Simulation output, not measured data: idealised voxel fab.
Module name: voxel gate over fins (process module)
Cross-sectional view cut (width: 250 nm; square cell size: 5 nm).
Just so we're on the same page, the cross-sections are grids of square cells, and they're listed out in bands top to bottom, each band one or more rows deep. Look at the band entry: it leads with the top's height and the bottom's height in nm. Then it lists the materials left to right, with a width in nm for each. The word "full width" on a single material says that material fills the band edge to edge. The word "blank" is empty space. Height reference: 0 = level under which incoming wafer is all one material. Lowest band: no bottom, runs on downward, e.g. "0..down". When a width is written as two numbers, as in "30->40", the first number is the width in the top row of cells of the band and the second is the width in its bottom row, and the width changes by the same amount from each row to the next. "changes: none" means the step left every cell of the cross-section as it was. Voids not open to the top, 8 cells minimum: see "Voids lacking openings". Written width x height at distance; distance is from the left edge; nm. On each step's line, the part that comes after the settings is the simulator's own comment on the step. On any step carrying a mask, the "overlay nm" setting, if present on the step's line, tells how far right of its planned place the mask lay; negative values point to the left.

### Listed below are the process steps as planned
| 1 | RECEIVE with material Si |
| 2 | CONFORMAL_DEP with material SiN, thk nm 5 |
| 3 | PATTERN with tone cover, mask id FINS, material resist, width nm 15, pitch nm 40, thk nm 15, overlay nm 0 |
| 4 | DIRECTIONAL_ETCH with etch materials SiN, depth nm 5 |
| 5 | DIRECTIONAL_ETCH with etch materials Si, depth nm 35 |
| 6 | STRIP with etch materials resist |
| 7 | FILL_DEP with material SiO2, thk nm 15 |
| 8 | CMP with height nm 5 |
| 9 | SELECTIVE_ETCH with etch materials SiO2, depth nm 15 |
| 10 | STRIP with etch materials SiN |
| 11 | CONFORMAL_DEP with material HfO2, thk nm 5 |
| 12 | CONFORMAL_DEP with material TiN, thk nm 5 |
| 13 | CONFORMAL_DEP with material TiAl, thk nm 5 |
| 14 | CONFORMAL_DEP with material TiN, thk nm 5 |
| 15 | FILL_DEP with material W, thk nm 10 |
| 16 | CMP with height nm 25 |
| 17 | CONFORMAL_DEP with material SiN, thk nm 10 |

### So, the first of our two wafers, run just as we planned it

### Delivered wafer in cross-section: state after step 1
- 0..down | Si full width
- Voids lacking openings: none

### Sectional view: wafer, after step 2
- 5..0 | SiN full width
- Under 0: no change, same as before.

### Sectional view: wafer, after step 3
- 20..5 | blank 55 nm; resist 15 nm; blank 25 nm; resist 15 nm; blank 25 nm; resist 15 nm; blank 25 nm; resist 15 nm; blank 60 nm
- Under 5: no change, same as before.

### Sectional view: wafer, after step 4
- 20..5 | blank 55 nm; resist 15 nm; blank 25 nm; resist 15 nm; blank 25 nm; resist 15 nm; blank 25 nm; resist 15 nm; blank 60 nm
- 5..0 | blank 55 nm; SiN 15 nm; blank 25 nm; SiN 15 nm; blank 25 nm; SiN 15 nm; blank 25 nm; SiN 15 nm; blank 60 nm
- Under 0: no change, same as before.

### Sectional view: wafer, after step 5
- 20..5 | blank 55 nm; resist 15 nm; blank 25 nm; resist 15 nm; blank 25 nm; resist 15 nm; blank 25 nm; resist 15 nm; blank 60 nm
- 5..0 | blank 55 nm; SiN 15 nm; blank 25 nm; SiN 15 nm; blank 25 nm; SiN 15 nm; blank 25 nm; SiN 15 nm; blank 60 nm
- 0..-35 | blank 55 nm; Si 15 nm; blank 25 nm; Si 15 nm; blank 25 nm; Si 15 nm; blank 25 nm; Si 15 nm; blank 60 nm
- Under -35: no change, same as before.

### Sectional view: wafer, after step 6
- 5..0 | blank 55 nm; SiN 15 nm; blank 25 nm; SiN 15 nm; blank 25 nm; SiN 15 nm; blank 25 nm; SiN 15 nm; blank 60 nm
- Under 0: no change, same as before.

### Sectional view: wafer, after step 7
- 20..5 | SiO2 full width
- 5..0 | SiO2 55 nm; SiN 15 nm; SiO2 25 nm; SiN 15 nm; SiO2 25 nm; SiN 15 nm; SiO2 25 nm; SiN 15 nm; SiO2 60 nm
- 0..-35 | SiO2 55 nm; Si 15 nm; SiO2 25 nm; Si 15 nm; SiO2 25 nm; Si 15 nm; SiO2 25 nm; Si 15 nm; SiO2 60 nm
- Under -35: no change, same as before.

### Sectional view: wafer, after step 8
- 5..0 | SiO2 55 nm; SiN 15 nm; SiO2 25 nm; SiN 15 nm; SiO2 25 nm; SiN 15 nm; SiO2 25 nm; SiN 15 nm; SiO2 60 nm
- Under 0: no change, same as before.

### Sectional view: wafer, after step 9
- 5..0 | blank 55 nm; SiN 15 nm; blank 25 nm; SiN 15 nm; blank 25 nm; SiN 15 nm; blank 25 nm; SiN 15 nm; blank 60 nm
- 0..-10 | blank 55 nm; Si 15 nm; blank 25 nm; Si 15 nm; blank 25 nm; Si 15 nm; blank 25 nm; Si 15 nm; blank 60 nm
- Under -10: no change, same as before.

### Sectional view: wafer, after step 10
- 0..-10 | blank 55 nm; Si 15 nm; blank 25 nm; Si 15 nm; blank 25 nm; Si 15 nm; blank 25 nm; Si 15 nm; blank 60 nm
- Under -10: no change, same as before.

### Sectional view: wafer, after step 11
- 5..0 | blank 50 nm; HfO2 25 nm; blank 15 nm; HfO2 25 nm; blank 15 nm; HfO2 25 nm; blank 15 nm; HfO2 25 nm; blank 55 nm
- 0..-5 | blank 50 nm; HfO2 5 nm; Si 15 nm; HfO2 5 nm; blank 15 nm; HfO2 5 nm; Si 15 nm; HfO2 5 nm; blank 15 nm; HfO2 5 nm; Si 15 nm; HfO2 5 nm; blank 15 nm; HfO2 5 nm; Si 15 nm; HfO2 5 nm; blank 55 nm
- -5..-10 | HfO2 55 nm; Si 15 nm; HfO2 25 nm; Si 15 nm; HfO2 25 nm; Si 15 nm; HfO2 25 nm; Si 15 nm; HfO2 60 nm
- Under -10: no change, same as before.

### Sectional view: wafer, after step 12
- 10..5 | blank 45 nm; TiN 35 nm; blank 5 nm; TiN 35 nm; blank 5 nm; TiN 35 nm; blank 5 nm; TiN 35 nm; blank 50 nm
- 5..0 | blank 45 nm; TiN 5 nm; HfO2 25 nm; TiN 5 nm; blank 5 nm; TiN 5 nm; HfO2 25 nm; TiN 5 nm; blank 5 nm; TiN 5 nm; HfO2 25 nm; TiN 5 nm; blank 5 nm; TiN 5 nm; HfO2 25 nm; TiN 5 nm; blank 50 nm
- 0..-5 | TiN 50 nm; HfO2 5 nm; Si 15 nm; HfO2 5 nm; TiN 15 nm; HfO2 5 nm; Si 15 nm; HfO2 5 nm; TiN 15 nm; HfO2 5 nm; Si 15 nm; HfO2 5 nm; TiN 15 nm; HfO2 5 nm; Si 15 nm; HfO2 5 nm; TiN 55 nm
- Under -5: no change, same as before.

### Sectional view: wafer, after step 13
- 15..10 | blank 40 nm; TiAl 165 nm; blank 45 nm
- 10..5 | blank 40 nm; TiAl 5 nm; TiN 35 nm; TiAl 5 nm; TiN 35 nm; TiAl 5 nm; TiN 35 nm; TiAl 5 nm; TiN 35 nm; TiAl 5 nm; blank 45 nm
- 5..0 | TiAl 45 nm; TiN 5 nm; HfO2 25 nm; TiN 5 nm; TiAl 5 nm; TiN 5 nm; HfO2 25 nm; TiN 5 nm; TiAl 5 nm; TiN 5 nm; HfO2 25 nm; TiN 5 nm; TiAl 5 nm; TiN 5 nm; HfO2 25 nm; TiN 5 nm; TiAl 50 nm
- Under 0: no change, same as before.

### Sectional view: wafer, after step 14
- 20..15 | blank 35 nm; TiN 175 nm; blank 40 nm
- 15..10 | blank 35 nm; TiN 5 nm; TiAl 165 nm; TiN 5 nm; blank 40 nm
- 10..5 | TiN 40 nm; TiAl 5 nm; TiN 35 nm; TiAl 5 nm; TiN 35 nm; TiAl 5 nm; TiN 35 nm; TiAl 5 nm; TiN 35 nm; TiAl 5 nm; TiN 45 nm
- Under 5: no change, same as before.

### Sectional view: wafer, after step 15
- 30..20 | W full width
- 20..15 | W 35 nm; TiN 175 nm; W 40 nm
- 15..10 | W 35 nm; TiN 5 nm; TiAl 165 nm; TiN 5 nm; W 40 nm
- Under 10: no change, same as before.

### Sectional view: wafer, after step 16
- 25..20 | W full width
- Under 20: no change, same as before.

### Sectional view: wafer, after step 17
- 35..25 | SiN full width
- Under 25: no change, same as before.

### The remaining wafer, second of the two, started like the first and was run to the same plan, except that one mistake was made along the way; the two coincide through step 6, inclusive

### Second wafer profile in section, at the moment step 7 of the plan was meant to be complete
- 20..5 | TiAl full width
- 5..0 | TiAl 55 nm; SiN 15 nm; TiAl 25 nm; SiN 15 nm; TiAl 25 nm; SiN 15 nm; TiAl 25 nm; SiN 15 nm; TiAl 60 nm
- 0..-35 | TiAl 55 nm; Si 15 nm; TiAl 25 nm; Si 15 nm; TiAl 25 nm; Si 15 nm; TiAl 25 nm; Si 15 nm; TiAl 60 nm
- Under -35: no change, same as before.

### Second wafer profile in section, at the moment step 8 of the plan was meant to be complete
- 5..0 | TiAl 55 nm; SiN 15 nm; TiAl 25 nm; SiN 15 nm; TiAl 25 nm; SiN 15 nm; TiAl 25 nm; SiN 15 nm; TiAl 60 nm
- Under 0: no change, same as before.

Second wafer profile in section, at the moment step 9 of the plan was meant to be complete: changes: none

### Second wafer profile in section, at the moment step 10 of the plan was meant to be complete
- 5..0 | TiAl 55 nm; blank 15 nm; TiAl 25 nm; blank 15 nm; TiAl 25 nm; blank 15 nm; TiAl 25 nm; blank 15 nm; TiAl 60 nm
- Under 0: no change, same as before.

### Second wafer profile in section, at the moment step 11 of the plan was meant to be complete
- 10..5 | HfO2 60 nm; blank 5 nm; HfO2 35 nm; blank 5 nm; HfO2 35 nm; blank 5 nm; HfO2 35 nm; blank 5 nm; HfO2 65 nm
- 5..0 | TiAl 55 nm; HfO2 15 nm; TiAl 25 nm; HfO2 15 nm; TiAl 25 nm; HfO2 15 nm; TiAl 25 nm; HfO2 15 nm; TiAl 60 nm
- Under 0: no change, same as before.

### Second wafer profile in section, at the moment step 12 of the plan was meant to be complete
- 15..10 | TiN full width
- 10..5 | HfO2 60 nm; TiN 5 nm; HfO2 35 nm; TiN 5 nm; HfO2 35 nm; TiN 5 nm; HfO2 35 nm; TiN 5 nm; HfO2 65 nm
- Under 5: no change, same as before.

### Second wafer profile in section, at the moment step 13 of the plan was meant to be complete
- 20..15 | TiAl full width
- Under 15: no change, same as before.

### Second wafer profile in section, at the moment step 14 of the plan was meant to be complete
- 25..20 | TiN full width
- Under 20: no change, same as before.

### Second wafer profile in section, at the moment step 15 of the plan was meant to be complete
- 35..25 | W full width
- Under 25: no change, same as before.

### Second wafer profile in section, at the moment step 16 of the plan was meant to be complete
- 25..20 | TiN full width
- Under 20: no change, same as before.

### Second wafer profile in section, at the moment step 17 of the plan was meant to be complete
- 35..25 | SiN full width
- Under 25: no change, same as before.
The plan and the run diverged here: step 7 went in with a setting other than planned; the actual run was FILL_DEP with material TiAl, thk nm 15
The final cell counts differ between the wafers, with the second having more or fewer of some materials than the first: 8 fewer of HfO2; 190 fewer of SiO2; 294 more of TiAl; 16 fewer of TiN; 80 fewer of W
